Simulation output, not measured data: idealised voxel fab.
Process module in this document: voxel self aligned contacts
Cross-section cut: width 285 nm, square cells of 5 nm.
Cross-section, as written here: a square-cell grid given band by band from the top down, where a band holds one or more rows of cells. Band: top height; bottom height; in nm. Then, left to right: material with width in nm, for each material. "full width": a single material spanning edge to edge. "empty": empty space. For the purposes of this specification, 0 denotes the height below which the wafer in its as-received condition is composed wholly of one material, and the lowermost band, lacking a lower limit, extends downward without end, as expressed in "0 and below". With a width like "30->40", each row of cells in the band differs from the next by the same amount, the top row carrying the first number and the bottom row the second. Given "nothing changed" for a step, no cell of the cross-section differs between before and after that step. "Voids, sealed" contains a list of empty spaces, each no smaller than 8 cells and without an open way to the top, written in the form width x height at distance with the distance from the left edge and all three in nm. Where a step's line continues beyond its settings, the continuation is a remark by the simulator itself on that step. The setting "overlay nm" may be written on the line of a step. When the step uses a mask, the value reports how far to the right of the planned place the mask lay, and a negative value reports that it lay to the left.
Plan
1 RECEIVE with material Si
2 CONFORMAL_DEP with material SiO2, thk nm 5
3 DIRECTIONAL_DEP with material polySi, thk nm 25
4 DIRECTIONAL_DEP with material SiN, thk nm 15
5 DIRECTIONAL_DEP with material aC, thk nm 15
6 PATTERN with tone cover, mask id GATE, material resist, width nm 35, pitch nm 60, thk nm 30, overlay nm 0
7 DIRECTIONAL_ETCH with etch materials aC, depth nm 15
8 STRIP with etch materials resist
9 DIRECTIONAL_ETCH with etch materials SiN, depth nm 15
10 DIRECTIONAL_ETCH with etch materials polySi, depth nm 25
11 STRIP with etch materials aC
12 CONFORMAL_DEP with material SiN, thk nm 5
13 DIRECTIONAL_ETCH with etch materials SiN, depth nm 5
14 FILL_DEP with material SiO2, thk nm 15
15 CMP with height nm 55
16 DIRECTIONAL_DEP with material aC, thk nm 15
17 PATTERN with tone open, mask id CONTACT, material resist, width nm 45, pitch nm 60, thk nm 35, overlay nm 0
18 DIRECTIONAL_ETCH with etch materials aC, depth nm 15
19 STRIP with etch materials resist
20 DIRECTIONAL_ETCH with etch materials SiO2, depth nm 55
21 STRIP with etch materials aC
22 CONFORMAL_DEP with material TiN, thk nm 5
23 FILL_DEP with material Ru, thk nm 5
24 CMP with height nm 55
25 CONFORMAL_DEP with material SiCN, thk nm 5
As received (post step 1): cross-section
	0 and below  Si full width
	Voids, sealed: none
Wafer cross-section at end of module: start and plan as shown above, one execution error
	60 down to 55  SiCN full width
	55 down to 50  90 of SiO2 / 20 of TiN / 5 of Ru / 20 of TiN / 15 of SiO2 / 20 of TiN / 5 of Ru / 20 of TiN / 90 of SiO2
	50 down to 35  60 of SiO2 / 45 of SiN / 5 of TiN / 5 of Ru / 5 of TiN / 45 of SiN / 5 of TiN / 5 of Ru / 5 of TiN / 45 of SiN / 60 of SiO2
	35 down to 15  60 of SiO2 / 5 of SiN / 35 of polySi / 5 of SiN / 5 of TiN / 5 of Ru / 5 of TiN / 5 of SiN / 35 of polySi / 5 of SiN / 5 of TiN / 5 of Ru / 5 of TiN / 5 of SiN / 35 of polySi / 5 of SiN / 60 of SiO2
	15 down to 10  60 of SiO2 / 5 of SiN / 35 of polySi / 5 of SiN / 15 of TiN / 5 of SiN / 35 of polySi / 5 of SiN / 15 of TiN / 5 of SiN / 35 of polySi / 5 of SiN / 60 of SiO2
	10 down to 5  polySi full width
	5 down to 0  SiO2 full width
	0 and below  Si full width
	Voids, sealed: none
what went wrong: step 3 did not happen as planned, as run it was DIRECTIONAL_DEP with material polySi, thk nm 30
